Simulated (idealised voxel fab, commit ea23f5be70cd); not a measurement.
process module | voxel transistor to metal
cross-section cut | 170 nm wide | cells 5 nm
A cross-section is a grid of square cells, given in bands from the top down. A band is one or more rows of cells.
Each band's line starts with the height of the band's top and of its bottom, in nm. Then come its materials from left to right, each with its width in nm. One material with "throughout" fills the band from edge to edge. "air" is empty space.
Height 0 is the level under which the wafer as received is all one material. The lowest band goes on downwards, as in "0 down".
A width such as "30 to 40" changes by the same amount from each row of cells to the next, from the band's top row to its bottom row.
"no change" after a step means that no cell of the cross-section changed.
closed voids: empty space of 8 cells or more with no open way to the top, each as width x height at its distance from the left edge, in nm
after a step's settings: what the simulator itself notes on the step
overlay nm, on a step with a mask: how far to the right of its planned place the mask lay; to the left if negative
plan
1 op RECEIVE | material Si
2 op CONFORMAL_DEP | material SiO2 | thk nm 5
3 op CONFORMAL_DEP | material SiN | thk nm 15
4 op DIRECTIONAL_DEP | material aC | thk nm 10
5 op PATTERN | tone cover | mask id ACTIVE | material resist | width nm 130 | thk nm 30 | overlay nm 0
6 op DIRECTIONAL_ETCH | etch materials aC | depth nm 10
7 op STRIP | etch materials resist
8 op DIRECTIONAL_ETCH | etch materials SiN | depth nm 15
9 op DIRECTIONAL_ETCH | etch materials SiO2 | depth nm 5
10 op DIRECTIONAL_ETCH | etch materials Si | depth nm 30
11 op STRIP | etch materials aC
12 op OXIDIZE | depth nm 5
13 op FILL_DEP | material SiO2 | thk nm 5
14 op CMP | height nm 20
15 op SELECTIVE_ETCH | etch materials SiO2 | depth nm 5
16 op STRIP | etch materials SiN
17 op SELECTIVE_ETCH | etch materials SiO2 | depth nm 5
18 op OXIDIZE | depth nm 5
19 op DIRECTIONAL_DEP | material polySi | thk nm 30
20 op DIRECTIONAL_DEP | material SiCN | thk nm 10
21 op MASKED_ETCH | tone cover | mask id GATE | width nm 30 | etch materials SiCN | depth nm 20 | overlay nm 0
22 op MASKED_ETCH | tone cover | mask id GATE | width nm 30 | etch materials polySi | depth nm 40 | overlay nm 0
23 op CONFORMAL_DEP | material SiO2 | thk nm 5
24 op DIRECTIONAL_ETCH | etch materials SiO2 | depth nm 5
25 op CONFORMAL_DEP | material SiN | thk nm 10
26 op DIRECTIONAL_ETCH | etch materials SiN | depth nm 10
27 op DIRECTIONAL_ETCH | etch materials SiO2 | depth nm 5
28 op EPI | material pSi | thk nm 5
29 op FILL_DEP | material SiO2 | thk nm 10
30 op CMP | height nm 30
31 op STRIP | etch materials polySi
32 op SELECTIVE_ETCH | etch materials SiO2 | depth nm 5
33 op CONFORMAL_DEP | material HfO2 | thk nm 5
34 op CONFORMAL_DEP | material TiN | thk nm 5
35 op FILL_DEP | material W | thk nm 10
36 op CMP | height nm 25
37 op DIRECTIONAL_DEP | material SiO2 | thk nm 15
38 op MASKED_ETCH | tone open | mask id CONTACT | width nm 20 | pitch nm 90 | etch materials SiO2 | depth nm 40 | overlay nm 0
39 op CONFORMAL_DEP | material TiN | thk nm 5
40 op FILL_DEP | material Ru | thk nm 5
41 op CMP | height nm 40
42 op CONFORMAL_DEP | material SiN | thk nm 5
43 op DIRECTIONAL_DEP | material lowk | thk nm 15
44 op PATTERN | tone open | mask id METAL_1 | material resist | width nm 20 | pitch nm 90 | thk nm 20 | overlay nm 0
45 op DIRECTIONAL_ETCH | etch materials lowk | depth nm 15
46 op DIRECTIONAL_ETCH | etch materials SiN | depth nm 5
47 op STRIP | etch materials resist
48 op CONFORMAL_DEP | material TiN | thk nm 5
49 op FILL_DEP | material Cu | thk nm 5
50 op CMP | height nm 60
51 op CONFORMAL_DEP | material SiCN | thk nm 5
52 op DIRECTIONAL_DEP | material SiO2 | thk nm 30
53 op PATTERN | tone open | mask id METAL_2 | material resist | width nm 20 | pitch nm 90 | thk nm 20 | overlay nm 0
54 op DIRECTIONAL_ETCH | etch materials SiO2 | depth nm 20
55 op STRIP | etch materials resist
56 op DIRECTIONAL_DEP | material aC | thk nm 10
57 op PATTERN | tone open | mask id METAL_2_HOLES | material resist | width nm 15 | pitch nm 90 | thk nm 30 | overlay nm 0
58 op DIRECTIONAL_ETCH | etch materials aC | depth nm 10
59 op STRIP | etch materials resist
60 op DIRECTIONAL_ETCH | etch materials SiO2 | depth nm 10
61 op DIRECTIONAL_ETCH | etch materials SiCN | depth nm 5
62 op STRIP | etch materials aC
63 op CONFORMAL_DEP | material TiN | thk nm 5
64 op FILL_DEP | material Cu | thk nm 10
65 op CMP | height nm 95
66 op CONFORMAL_DEP | material SiCN | thk nm 5
first wafer, as planned
as received, after step 1
  0 down: Si throughout
  closed voids: none
after step 2
  5 to 0: SiO2 throughout
  below 0: unchanged
after step 3
  20 to 5: SiN throughout
  below 5: unchanged
after step 4
  30 to 20: aC throughout
  below 20: unchanged
after step 5
  60 to 30: air 20 | resist 130 | air 20
  below 30: unchanged
after step 6
  50 to 30: air 20 | resist 130 | air 20
  30 to 20: air 20 | aC 130 | air 20
  below 20: unchanged
after step 7
  30 to 20: air 20 | aC 130 | air 20
  below 20: unchanged
after step 8
  30 to 20: air 20 | aC 130 | air 20
  20 to 5: air 20 | SiN 130 | air 20
  below 5: unchanged
after step 9
  30 to 20: air 20 | aC 130 | air 20
  20 to 5: air 20 | SiN 130 | air 20
  5 to 0: air 20 | SiO2 130 | air 20
  below 0: unchanged
after step 10
  30 to 20: air 20 | aC 130 | air 20
  20 to 5: air 20 | SiN 130 | air 20
  5 to 0: air 20 | SiO2 130 | air 20
  0 to -30: air 20 | Si 130 | air 20
  below -30: unchanged
after step 11
  20 to 5: air 20 | SiN 130 | air 20
  below 5: unchanged
after step 12
  20 to 5: air 20 | SiN 130 | air 20
  5 to 0: air 20 | SiO2 130 | air 20
  0 to -30: air 20 | SiO2 5 | Si 120 | SiO2 5 | air 20
  -30 to -35: SiO2 25 | Si 120 | SiO2 25
  below -35: unchanged
after step 13
  25 to 20: SiO2 throughout
  20 to 5: SiO2 20 | SiN 130 | SiO2 20
  5 to 0: SiO2 throughout
  0 to -35: SiO2 25 | Si 120 | SiO2 25
  below -35: unchanged
after step 14
  20 to 5: SiO2 20 | SiN 130 | SiO2 20
  below 5: unchanged
after step 15
  20 to 15: air 20 | SiN 130 | air 20
  below 15: unchanged
after step 16
  15 to 5: SiO2 20 | air 130 | SiO2 20
  below 5: unchanged
after step 17
  10 to 0: SiO2 15 | air 140 | SiO2 15
  below 0: unchanged
after step 18
  10 to 0: SiO2 15 | air 140 | SiO2 15
  0 to -5: SiO2 throughout
  below -5: unchanged
after step 19
  40 to 30: polySi 15 | air 140 | polySi 15
  30 to 10: polySi throughout
  10 to 0: SiO2 15 | polySi 140 | SiO2 15
  below 0: unchanged
after step 20
  50 to 40: SiCN 15 | air 140 | SiCN 15
  40 to 30: polySi 15 | SiCN 140 | polySi 15
  below 30: unchanged
after step 21
  40 to 30: polySi 15 | air 55 | SiCN 30 | air 55 | polySi 15
  below 30: unchanged
after step 22
  40 to 30: air 70 | SiCN 30 | air 70
  30 to 10: air 70 | polySi 30 | air 70
  10 to 0: SiO2 15 | air 55 | polySi 30 | air 55 | SiO2 15
  below 0: unchanged
after step 23
  45 to 40: air 65 | SiO2 40 | air 65
  40 to 30: air 65 | SiO2 5 | SiCN 30 | SiO2 5 | air 65
  30 to 15: air 65 | SiO2 5 | polySi 30 | SiO2 5 | air 65
  15 to 5: SiO2 20 | air 45 | SiO2 5 | polySi 30 | SiO2 5 | air 45 | SiO2 20
  5 to 0: SiO2 70 | polySi 30 | SiO2 70
  below 0: unchanged
after step 24
  40 to 30: air 65 | SiO2 5 | SiCN 30 | SiO2 5 | air 65
  30 to 10: air 65 | SiO2 5 | polySi 30 | SiO2 5 | air 65
  10 to 0: SiO2 20 | air 45 | SiO2 5 | polySi 30 | SiO2 5 | air 45 | SiO2 20
  below 0: unchanged
after step 25
  50 to 40: air 55 | SiN 60 | air 55
  40 to 30: air 55 | SiN 10 | SiO2 5 | SiCN 30 | SiO2 5 | SiN 10 | air 55
  30 to 20: air 55 | SiN 10 | SiO2 5 | polySi 30 | SiO2 5 | SiN 10 | air 55
  20 to 10: SiN 30 | air 25 | SiN 10 | SiO2 5 | polySi 30 | SiO2 5 | SiN 10 | air 25 | SiN 30
  10 to 0: SiO2 20 | SiN 45 | SiO2 5 | polySi 30 | SiO2 5 | SiN 45 | SiO2 20
  below 0: unchanged
after step 26
  40 to 30: air 55 | SiN 10 | SiO2 5 | SiCN 30 | SiO2 5 | SiN 10 | air 55
  30 to 10: air 55 | SiN 10 | SiO2 5 | polySi 30 | SiO2 5 | SiN 10 | air 55
  10 to 0: SiO2 20 | SiN 10 | air 25 | SiN 10 | SiO2 5 | polySi 30 | SiO2 5 | SiN 10 | air 25 | SiN 10 | SiO2 20
  below 0: unchanged
after step 27
  40 to 35: air 55 | SiN 10 | air 5 | SiCN 30 | air 5 | SiN 10 | air 55
  35 to 30: air 55 | SiN 10 | SiO2 5 | SiCN 30 | SiO2 5 | SiN 10 | air 55
  30 to 10: air 55 | SiN 10 | SiO2 5 | polySi 30 | SiO2 5 | SiN 10 | air 55
  10 to 5: air 20 | SiN 10 | air 25 | SiN 10 | SiO2 5 | polySi 30 | SiO2 5 | SiN 10 | air 25 | SiN 10 | air 20
  5 to 0: SiO2 20 | SiN 10 | air 25 | SiN 10 | SiO2 5 | polySi 30 | SiO2 5 | SiN 10 | air 25 | SiN 10 | SiO2 20
  0 to -5: SiO2 30 | air 25 | SiO2 60 | air 25 | SiO2 30
  below -5: unchanged
after step 28
  40 to 35: air 55 | SiN 10 | air 5 | SiCN 30 | air 5 | SiN 10 | air 55
  35 to 30: air 55 | SiN 10 | SiO2 5 | SiCN 30 | SiO2 5 | SiN 10 | air 55
  30 to 10: air 55 | SiN 10 | SiO2 5 | polySi 30 | SiO2 5 | SiN 10 | air 55
  10 to 5: air 20 | SiN 10 | air 25 | SiN 10 | SiO2 5 | polySi 30 | SiO2 5 | SiN 10 | air 25 | SiN 10 | air 20
  5 to 0: SiO2 20 | SiN 10 | air 25 | SiN 10 | SiO2 5 | polySi 30 | SiO2 5 | SiN 10 | air 25 | SiN 10 | SiO2 20
  0 to -5: SiO2 30 | pSi 25 | SiO2 60 | pSi 25 | SiO2 30
  below -5: unchanged
after step 29
  50 to 40: SiO2 throughout
  40 to 30: SiO2 55 | SiN 10 | SiO2 5 | SiCN 30 | SiO2 5 | SiN 10 | SiO2 55
  30 to 10: SiO2 55 | SiN 10 | SiO2 5 | polySi 30 | SiO2 5 | SiN 10 | SiO2 55
  10 to 0: SiO2 20 | SiN 10 | SiO2 25 | SiN 10 | SiO2 5 | polySi 30 | SiO2 5 | SiN 10 | SiO2 25 | SiN 10 | SiO2 20
  below 0: unchanged
after step 30
  30 to 10: SiO2 55 | SiN 10 | SiO2 5 | polySi 30 | SiO2 5 | SiN 10 | SiO2 55
  below 10: unchanged
after step 31
  30 to 10: SiO2 55 | SiN 10 | SiO2 5 | air 30 | SiO2 5 | SiN 10 | SiO2 55
  10 to 0: SiO2 20 | SiN 10 | SiO2 25 | SiN 10 | SiO2 5 | air 30 | SiO2 5 | SiN 10 | SiO2 25 | SiN 10 | SiO2 20
  below 0: unchanged
after step 32
  30 to 25: air 55 | SiN 10 | air 40 | SiN 10 | air 55
  25 to 10: SiO2 55 | SiN 10 | air 40 | SiN 10 | SiO2 55
  10 to 0: SiO2 20 | SiN 10 | SiO2 25 | SiN 10 | air 40 | SiN 10 | SiO2 25 | SiN 10 | SiO2 20
  0 to -5: SiO2 30 | pSi 25 | SiO2 10 | air 40 | SiO2 10 | pSi 25 | SiO2 30
  below -5: unchanged
after step 33
  35 to 30: air 50 | HfO2 20 | air 30 | HfO2 20 | air 50
  30 to 25: HfO2 55 | SiN 10 | HfO2 5 | air 30 | HfO2 5 | SiN 10 | HfO2 55
  25 to 10: SiO2 55 | SiN 10 | HfO2 5 | air 30 | HfO2 5 | SiN 10 | SiO2 55
  10 to 0: SiO2 20 | SiN 10 | SiO2 25 | SiN 10 | HfO2 5 | air 30 | HfO2 5 | SiN 10 | SiO2 25 | SiN 10 | SiO2 20
  0 to -5: SiO2 30 | pSi 25 | SiO2 10 | HfO2 40 | SiO2 10 | pSi 25 | SiO2 30
  below -5: unchanged
after step 34
  40 to 35: air 45 | TiN 30 | air 20 | TiN 30 | air 45
  35 to 30: TiN 50 | HfO2 20 | TiN 5 | air 20 | TiN 5 | HfO2 20 | TiN 50
  30 to 25: HfO2 55 | SiN 10 | HfO2 5 | TiN 5 | air 20 | TiN 5 | HfO2 5 | SiN 10 | HfO2 55
  25 to 10: SiO2 55 | SiN 10 | HfO2 5 | TiN 5 | air 20 | TiN 5 | HfO2 5 | SiN 10 | SiO2 55
  10 to 5: SiO2 20 | SiN 10 | SiO2 25 | SiN 10 | HfO2 5 | TiN 5 | air 20 | TiN 5 | HfO2 5 | SiN 10 | SiO2 25 | SiN 10 | SiO2 20
  5 to 0: SiO2 20 | SiN 10 | SiO2 25 | SiN 10 | HfO2 5 | TiN 30 | HfO2 5 | SiN 10 | SiO2 25 | SiN 10 | SiO2 20
  below 0: unchanged
after step 35
  50 to 40: W throughout
  40 to 35: W 45 | TiN 30 | W 20 | TiN 30 | W 45
  35 to 30: TiN 50 | HfO2 20 | TiN 5 | W 20 | TiN 5 | HfO2 20 | TiN 50
  30 to 25: HfO2 55 | SiN 10 | HfO2 5 | TiN 5 | W 20 | TiN 5 | HfO2 5 | SiN 10 | HfO2 55
  25 to 10: SiO2 55 | SiN 10 | HfO2 5 | TiN 5 | W 20 | TiN 5 | HfO2 5 | SiN 10 | SiO2 55
  10 to 5: SiO2 20 | SiN 10 | SiO2 25 | SiN 10 | HfO2 5 | TiN 5 | W 20 | TiN 5 | HfO2 5 | SiN 10 | SiO2 25 | SiN 10 | SiO2 20
  below 5: unchanged
after step 36
  25 to 10: SiO2 55 | SiN 10 | HfO2 5 | TiN 5 | W 20 | TiN 5 | HfO2 5 | SiN 10 | SiO2 55
  below 10: unchanged
after step 37
  40 to 25: SiO2 throughout
  below 25: unchanged
after step 38
  40 to 25: SiO2 30 | air 20 | SiO2 70 | air 20 | SiO2 30
  25 to 10: SiO2 30 | air 20 | SiO2 5 | SiN 10 | HfO2 5 | TiN 5 | W 20 | TiN 5 | HfO2 5 | SiN 10 | SiO2 5 | air 20 | SiO2 30
  10 to 5: SiO2 20 | SiN 10 | air 20 | SiO2 5 | SiN 10 | HfO2 5 | TiN 5 | W 20 | TiN 5 | HfO2 5 | SiN 10 | SiO2 5 | air 20 | SiN 10 | SiO2 20
  5 to 0: SiO2 20 | SiN 10 | air 20 | SiO2 5 | SiN 10 | HfO2 5 | TiN 30 | HfO2 5 | SiN 10 | SiO2 5 | air 20 | SiN 10 | SiO2 20
  below 0: unchanged
after step 39
  45 to 40: TiN 35 | air 10 | TiN 80 | air 10 | TiN 35
  40 to 25: SiO2 30 | TiN 5 | air 10 | TiN 5 | SiO2 70 | TiN 5 | air 10 | TiN 5 | SiO2 30
  25 to 10: SiO2 30 | TiN 5 | air 10 | TiN 5 | SiO2 5 | SiN 10 | HfO2 5 | TiN 5 | W 20 | TiN 5 | HfO2 5 | SiN 10 | SiO2 5 | TiN 5 | air 10 | TiN 5 | SiO2 30
  10 to 5: SiO2 20 | SiN 10 | TiN 5 | air 10 | TiN 5 | SiO2 5 | SiN 10 | HfO2 5 | TiN 5 | W 20 | TiN 5 | HfO2 5 | SiN 10 | SiO2 5 | TiN 5 | air 10 | TiN 5 | SiN 10 | SiO2 20
  5 to 0: SiO2 20 | SiN 10 | TiN 20 | SiO2 5 | SiN 10 | HfO2 5 | TiN 30 | HfO2 5 | SiN 10 | SiO2 5 | TiN 20 | SiN 10 | SiO2 20
  below 0: unchanged
after step 40
  50 to 45: Ru throughout
  45 to 40: TiN 35 | Ru 10 | TiN 80 | Ru 10 | TiN 35
  40 to 25: SiO2 30 | TiN 5 | Ru 10 | TiN 5 | SiO2 70 | TiN 5 | Ru 10 | TiN 5 | SiO2 30
  25 to 10: SiO2 30 | TiN 5 | Ru 10 | TiN 5 | SiO2 5 | SiN 10 | HfO2 5 | TiN 5 | W 20 | TiN 5 | HfO2 5 | SiN 10 | SiO2 5 | TiN 5 | Ru 10 | TiN 5 | SiO2 30
  10 to 5: SiO2 20 | SiN 10 | TiN 5 | Ru 10 | TiN 5 | SiO2 5 | SiN 10 | HfO2 5 | TiN 5 | W 20 | TiN 5 | HfO2 5 | SiN 10 | SiO2 5 | TiN 5 | Ru 10 | TiN 5 | SiN 10 | SiO2 20
  below 5: unchanged
after step 41
  40 to 25: SiO2 30 | TiN 5 | Ru 10 | TiN 5 | SiO2 70 | TiN 5 | Ru 10 | TiN 5 | SiO2 30
  below 25: unchanged
after step 42
  45 to 40: SiN throughout
  below 40: unchanged
after step 43
  60 to 45: lowk throughout
  below 45: unchanged
after step 44
  80 to 60: resist 30 | air 20 | resist 70 | air 20 | resist 30
  below 60: unchanged
after step 45
  80 to 60: resist 30 | air 20 | resist 70 | air 20 | resist 30
  60 to 45: lowk 30 | air 20 | lowk 70 | air 20 | lowk 30
  below 45: unchanged
after step 46
  80 to 60: resist 30 | air 20 | resist 70 | air 20 | resist 30
  60 to 45: lowk 30 | air 20 | lowk 70 | air 20 | lowk 30
  45 to 40: SiN 30 | air 20 | SiN 70 | air 20 | SiN 30
  below 40: unchanged
after step 47
  60 to 45: lowk 30 | air 20 | lowk 70 | air 20 | lowk 30
  below 45: unchanged
after step 48
  65 to 60: TiN 35 | air 10 | TiN 80 | air 10 | TiN 35
  60 to 45: lowk 30 | TiN 5 | air 10 | TiN 5 | lowk 70 | TiN 5 | air 10 | TiN 5 | lowk 30
  45 to 40: SiN 30 | TiN 20 | SiN 70 | TiN 20 | SiN 30
  below 40: unchanged
after step 49
  70 to 65: Cu throughout
  65 to 60: TiN 35 | Cu 10 | TiN 80 | Cu 10 | TiN 35
  60 to 45: lowk 30 | TiN 5 | Cu 10 | TiN 5 | lowk 70 | TiN 5 | Cu 10 | TiN 5 | lowk 30
  below 45: unchanged
after step 50
  60 to 45: lowk 30 | TiN 5 | Cu 10 | TiN 5 | lowk 70 | TiN 5 | Cu 10 | TiN 5 | lowk 30
  below 45: unchanged
after step 51
  65 to 60: SiCN throughout
  below 60: unchanged
after step 52
  95 to 65: SiO2 throughout
  below 65: unchanged
after step 53
  115 to 95: resist 30 | air 20 | resist 70 | air 20 | resist 30
  below 95: unchanged
after step 54
  115 to 95: resist 30 | air 20 | resist 70 | air 20 | resist 30
  95 to 75: SiO2 30 | air 20 | SiO2 70 | air 20 | SiO2 30
  below 75: unchanged
after step 55
  95 to 75: SiO2 30 | air 20 | SiO2 70 | air 20 | SiO2 30
  below 75: unchanged
after step 56
  105 to 95: aC 30 | air 20 | aC 70 | air 20 | aC 30
  95 to 85: SiO2 30 | air 20 | SiO2 70 | air 20 | SiO2 30
  85 to 75: SiO2 30 | aC 20 | SiO2 70 | aC 20 | SiO2 30
  below 75: unchanged
after step 57
  135 to 105: resist 30 | air 15 | resist 75 | air 15 | resist 35
  105 to 95: aC 30 | air 15 | resist 5 | aC 70 | air 15 | resist 5 | aC 30
  95 to 85: SiO2 30 | air 15 | resist 5 | SiO2 70 | air 15 | resist 5 | SiO2 30
  below 85: unchanged
after step 58
  125 to 105: resist 30 | air 15 | resist 75 | air 15 | resist 35
  105 to 95: aC 30 | air 15 | resist 5 | aC 70 | air 15 | resist 5 | aC 30
  95 to 85: SiO2 30 | air 15 | resist 5 | SiO2 70 | air 15 | resist 5 | SiO2 30
  85 to 75: SiO2 30 | air 15 | aC 5 | SiO2 70 | air 15 | aC 5 | SiO2 30
  below 75: unchanged
after step 59
  105 to 95: aC 30 | air 20 | aC 70 | air 20 | aC 30
  95 to 85: SiO2 30 | air 20 | SiO2 70 | air 20 | SiO2 30
  below 85: unchanged
after step 60
  105 to 95: aC 30 | air 20 | aC 70 | air 20 | aC 30
  95 to 85: SiO2 30 | air 20 | SiO2 70 | air 20 | SiO2 30
  85 to 75: SiO2 30 | air 15 | aC 5 | SiO2 70 | air 15 | aC 5 | SiO2 30
  75 to 65: SiO2 30 | air 15 | SiO2 75 | air 15 | SiO2 35
  below 65: unchanged
after step 61
  105 to 95: aC 30 | air 20 | aC 70 | air 20 | aC 30
  95 to 85: SiO2 30 | air 20 | SiO2 70 | air 20 | SiO2 30
  85 to 75: SiO2 30 | air 15 | aC 5 | SiO2 70 | air 15 | aC 5 | SiO2 30
  75 to 65: SiO2 30 | air 15 | SiO2 75 | air 15 | SiO2 35
  65 to 60: SiCN 30 | air 15 | SiCN 75 | air 15 | SiCN 35
  below 60: unchanged
after step 62
  95 to 75: SiO2 30 | air 20 | SiO2 70 | air 20 | SiO2 30
  below 75: unchanged
after step 63
  100 to 95: TiN 35 | air 10 | TiN 80 | air 10 | TiN 35
  95 to 80: SiO2 30 | TiN 5 | air 10 | TiN 5 | SiO2 70 | TiN 5 | air 10 | TiN 5 | SiO2 30
  80 to 75: SiO2 30 | TiN 5 | air 5 | TiN 10 | SiO2 70 | TiN 5 | air 5 | TiN 10 | SiO2 30
  75 to 65: SiO2 30 | TiN 5 | air 5 | TiN 5 | SiO2 75 | TiN 5 | air 5 | TiN 5 | SiO2 35
  65 to 60: SiCN 30 | TiN 15 | SiCN 75 | TiN 15 | SiCN 35
  below 60: unchanged
after step 64
  110 to 100: Cu throughout
  100 to 95: TiN 35 | Cu 10 | TiN 80 | Cu 10 | TiN 35
  95 to 80: SiO2 30 | TiN 5 | Cu 10 | TiN 5 | SiO2 70 | TiN 5 | Cu 10 | TiN 5 | SiO2 30
  80 to 75: SiO2 30 | TiN 5 | Cu 5 | TiN 10 | SiO2 70 | TiN 5 | Cu 5 | TiN 10 | SiO2 30
  75 to 65: SiO2 30 | TiN 5 | Cu 5 | TiN 5 | SiO2 75 | TiN 5 | Cu 5 | TiN 5 | SiO2 35
  below 65: unchanged
after step 65
  95 to 80: SiO2 30 | TiN 5 | Cu 10 | TiN 5 | SiO2 70 | TiN 5 | Cu 10 | TiN 5 | SiO2 30
  below 80: unchanged
after step 66
  100 to 95: SiCN throughout
  below 95: unchanged
second wafer: like start, like plan, one mistake. Through step 35 it matches the first wafer
when step 36 should have ended: no change
when step 37 should have ended
  65 to 50: SiO2 throughout
  below 50: unchanged
when step 38 should have ended
  65 to 50: SiO2 30 | air 20 | SiO2 70 | air 20 | SiO2 30
  below 50: unchanged
when step 39 should have ended
  70 to 65: TiN 35 | air 10 | TiN 80 | air 10 | TiN 35
  65 to 55: SiO2 30 | TiN 5 | air 10 | TiN 5 | SiO2 70 | TiN 5 | air 10 | TiN 5 | SiO2 30
  55 to 50: SiO2 30 | TiN 20 | SiO2 70 | TiN 20 | SiO2 30
  below 50: unchanged
when step 40 should have ended
  75 to 70: Ru throughout
  70 to 65: TiN 35 | Ru 10 | TiN 80 | Ru 10 | TiN 35
  65 to 55: SiO2 30 | TiN 5 | Ru 10 | TiN 5 | SiO2 70 | TiN 5 | Ru 10 | TiN 5 | SiO2 30
  below 55: unchanged
when step 41 should have ended
  40 to 35: W 45 | TiN 30 | W 20 | TiN 30 | W 45
  below 35: unchanged
when step 42 should have ended
  45 to 40: SiN throughout
  below 40: unchanged
when step 43 should have ended
  60 to 45: lowk throughout
  below 45: unchanged
when step 44 should have ended
  80 to 60: resist 30 | air 20 | resist 70 | air 20 | resist 30
  below 60: unchanged
when step 45 should have ended
  80 to 60: resist 30 | air 20 | resist 70 | air 20 | resist 30
  60 to 45: lowk 30 | air 20 | lowk 70 | air 20 | lowk 30
  below 45: unchanged
when step 46 should have ended
  80 to 60: resist 30 | air 20 | resist 70 | air 20 | resist 30
  60 to 45: lowk 30 | air 20 | lowk 70 | air 20 | lowk 30
  45 to 40: SiN 30 | air 20 | SiN 70 | air 20 | SiN 30
  below 40: unchanged
when step 47 should have ended
  60 to 45: lowk 30 | air 20 | lowk 70 | air 20 | lowk 30
  below 45: unchanged
when step 48 should have ended
  65 to 60: TiN 35 | air 10 | TiN 80 | air 10 | TiN 35
  60 to 45: lowk 30 | TiN 5 | air 10 | TiN 5 | lowk 70 | TiN 5 | air 10 | TiN 5 | lowk 30
  45 to 40: SiN 30 | TiN 20 | SiN 70 | TiN 20 | SiN 30
  below 40: unchanged
when step 49 should have ended
  70 to 65: Cu throughout
  65 to 60: TiN 35 | Cu 10 | TiN 80 | Cu 10 | TiN 35
  60 to 45: lowk 30 | TiN 5 | Cu 10 | TiN 5 | lowk 70 | TiN 5 | Cu 10 | TiN 5 | lowk 30
  below 45: unchanged
when step 50 should have ended
  60 to 45: lowk 30 | TiN 5 | Cu 10 | TiN 5 | lowk 70 | TiN 5 | Cu 10 | TiN 5 | lowk 30
  below 45: unchanged
when step 51 should have ended
  65 to 60: SiCN throughout
  below 60: unchanged
when step 52 should have ended
  95 to 65: SiO2 throughout
  below 65: unchanged
when step 53 should have ended
  115 to 95: resist 30 | air 20 | resist 70 | air 20 | resist 30
  below 95: unchanged
when step 54 should have ended
  115 to 95: resist 30 | air 20 | resist 70 | air 20 | resist 30
  95 to 75: SiO2 30 | air 20 | SiO2 70 | air 20 | SiO2 30
  below 75: unchanged
when step 55 should have ended
  95 to 75: SiO2 30 | air 20 | SiO2 70 | air 20 | SiO2 30
  below 75: unchanged
when step 56 should have ended
  105 to 95: aC 30 | air 20 | aC 70 | air 20 | aC 30
  95 to 85: SiO2 30 | air 20 | SiO2 70 | air 20 | SiO2 30
  85 to 75: SiO2 30 | aC 20 | SiO2 70 | aC 20 | SiO2 30
  below 75: unchanged
when step 57 should have ended
  135 to 105: resist 30 | air 15 | resist 75 | air 15 | resist 35
  105 to 95: aC 30 | air 15 | resist 5 | aC 70 | air 15 | resist 5 | aC 30
  95 to 85: SiO2 30 | air 15 | resist 5 | SiO2 70 | air 15 | resist 5 | SiO2 30
  below 85: unchanged
when step 58 should have ended
  125 to 105: resist 30 | air 15 | resist 75 | air 15 | resist 35
  105 to 95: aC 30 | air 15 | resist 5 | aC 70 | air 15 | resist 5 | aC 30
  95 to 85: SiO2 30 | air 15 | resist 5 | SiO2 70 | air 15 | resist 5 | SiO2 30
  85 to 75: SiO2 30 | air 15 | aC 5 | SiO2 70 | air 15 | aC 5 | SiO2 30
  below 75: unchanged
when step 59 should have ended
  105 to 95: aC 30 | air 20 | aC 70 | air 20 | aC 30
  95 to 85: SiO2 30 | air 20 | SiO2 70 | air 20 | SiO2 30
  below 85: unchanged
when step 60 should have ended
  105 to 95: aC 30 | air 20 | aC 70 | air 20 | aC 30
  95 to 85: SiO2 30 | air 20 | SiO2 70 | air 20 | SiO2 30
  85 to 75: SiO2 30 | air 15 | aC 5 | SiO2 70 | air 15 | aC 5 | SiO2 30
  75 to 65: SiO2 30 | air 15 | SiO2 75 | air 15 | SiO2 35
  below 65: unchanged
when step 61 should have ended
  105 to 95: aC 30 | air 20 | aC 70 | air 20 | aC 30
  95 to 85: SiO2 30 | air 20 | SiO2 70 | air 20 | SiO2 30
  85 to 75: SiO2 30 | air 15 | aC 5 | SiO2 70 | air 15 | aC 5 | SiO2 30
  75 to 65: SiO2 30 | air 15 | SiO2 75 | air 15 | SiO2 35
  65 to 60: SiCN 30 | air 15 | SiCN 75 | air 15 | SiCN 35
  below 60: unchanged
when step 62 should have ended
  95 to 75: SiO2 30 | air 20 | SiO2 70 | air 20 | SiO2 30
  below 75: unchanged
when step 63 should have ended
  100 to 95: TiN 35 | air 10 | TiN 80 | air 10 | TiN 35
  95 to 80: SiO2 30 | TiN 5 | air 10 | TiN 5 | SiO2 70 | TiN 5 | air 10 | TiN 5 | SiO2 30
  80 to 75: SiO2 30 | TiN 5 | air 5 | TiN 10 | SiO2 70 | TiN 5 | air 5 | TiN 10 | SiO2 30
  75 to 65: SiO2 30 | TiN 5 | air 5 | TiN 5 | SiO2 75 | TiN 5 | air 5 | TiN 5 | SiO2 35
  65 to 60: SiCN 30 | TiN 15 | SiCN 75 | TiN 15 | SiCN 35
  below 60: unchanged
when step 64 should have ended
  110 to 100: Cu throughout
  100 to 95: TiN 35 | Cu 10 | TiN 80 | Cu 10 | TiN 35
  95 to 80: SiO2 30 | TiN 5 | Cu 10 | TiN 5 | SiO2 70 | TiN 5 | Cu 10 | TiN 5 | SiO2 30
  80 to 75: SiO2 30 | TiN 5 | Cu 5 | TiN 10 | SiO2 70 | TiN 5 | Cu 5 | TiN 10 | SiO2 30
  75 to 65: SiO2 30 | TiN 5 | Cu 5 | TiN 5 | SiO2 75 | TiN 5 | Cu 5 | TiN 5 | SiO2 35
  below 65: unchanged
when step 65 should have ended
  95 to 80: SiO2 30 | TiN 5 | Cu 10 | TiN 5 | SiO2 70 | TiN 5 | Cu 10 | TiN 5 | SiO2 30
  below 80: unchanged
when step 66 should have ended
  100 to 95: SiCN throughout
  below 95: unchanged
what went wrong: step 36 was left out
at the end the second wafer has, in cells: 32 more of HfO2 | 28 fewer of Ru | 4 more of SiN | 38 fewer of SiO2 | 30 more of W
